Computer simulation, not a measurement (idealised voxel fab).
process module | voxel lift off
cross-section cut | 165 nm wide | cells 5 nm
A cross-section is a grid of square cells, given in bands from the top down. A band is one or more rows of cells.
Each band's line starts with the height of the band's top and of its bottom, in nm. Then come its materials from left to right, each with its width in nm. One material with "throughout" fills the band from edge to edge. "air" is empty space.
Height 0 is the level under which the wafer as received is all one material. The lowest band goes on downwards, as in "0 down".
A width such as "30 to 40" changes by the same amount from each row of cells to the next, from the band's top row to its bottom row.
"no change" after a step means that no cell of the cross-section changed.
closed voids: empty space of 8 cells or more with no open way to the top, each as width x height at its distance from the left edge, in nm
after a step's settings: what the simulator itself notes on the step
overlay nm, on a step with a mask: how far to the right of its planned place the mask lay; to the left if negative
plan
1 op RECEIVE | material Si
2 op CONFORMAL_DEP | material SiO2 | thk nm 10
3 op PATTERN | tone open | mask id LINES | material resist | width nm 15 | pitch nm 30 | thk nm 25 | overlay nm -15
4 op DIRECTIONAL_DEP | material Ru | thk nm 15
5 op STRIP | etch materials resist
6 op CONFORMAL_DEP | material SiO2 | thk nm 5
varied across the wafers: overlay nm of step 3. The plan shows the first wafer's value. All wafers start alike
first wafer as received, after step 1
  0 down: Si throughout
  closed voids: none
first wafer at the end, after step 6
  30 to 25: air 10 | SiO2 25 | air 5 | SiO2 25 | air 5 | SiO2 25 | air 5 | SiO2 25 | air 40
  25 to 15: air 10 | SiO2 5 | Ru 15 | SiO2 5 | air 5 | SiO2 5 | Ru 15 | SiO2 5 | air 5 | SiO2 5 | Ru 15 | SiO2 5 | air 5 | SiO2 5 | Ru 15 | SiO2 5 | air 40
  15 to 10: SiO2 15 | Ru 15 | SiO2 15 | Ru 15 | SiO2 15 | Ru 15 | SiO2 15 | Ru 15 | SiO2 45
  10 to 0: SiO2 throughout
  0 down: Si throughout
  closed voids: none
last wafer at the end
  30 to 25: air 40 | SiO2 25 | air 5 | SiO2 25 | air 5 | SiO2 25 | air 5 | SiO2 25 | air 10
  25 to 15: air 40 | SiO2 5 | Ru 15 | SiO2 5 | air 5 | SiO2 5 | Ru 15 | SiO2 5 | air 5 | SiO2 5 | Ru 15 | SiO2 5 | air 5 | SiO2 5 | Ru 15 | SiO2 5 | air 10
  15 to 10: SiO2 45 | Ru 15 | SiO2 15 | Ru 15 | SiO2 15 | Ru 15 | SiO2 15 | Ru 15 | SiO2 15
  10 to 0: SiO2 throughout
  0 down: Si throughout
  closed voids: none
each wafer at the end: cells of each material gained (+) or lost (-) since it was received, then its closed voids
overlay nm -15 | +36 Ru | +123 SiO2 | closed voids: none
overlay nm -10 | +36 Ru | +123 SiO2 | closed voids: none
overlay nm -5 | +36 Ru | +123 SiO2 | closed voids: none
overlay nm 0 | +36 Ru | +123 SiO2 | closed voids: none
overlay nm 5 | +36 Ru | +123 SiO2 | closed voids: none
overlay nm 10 | +36 Ru | +123 SiO2 | closed voids: none
overlay nm 15 | +36 Ru | +123 SiO2 | closed voids: none
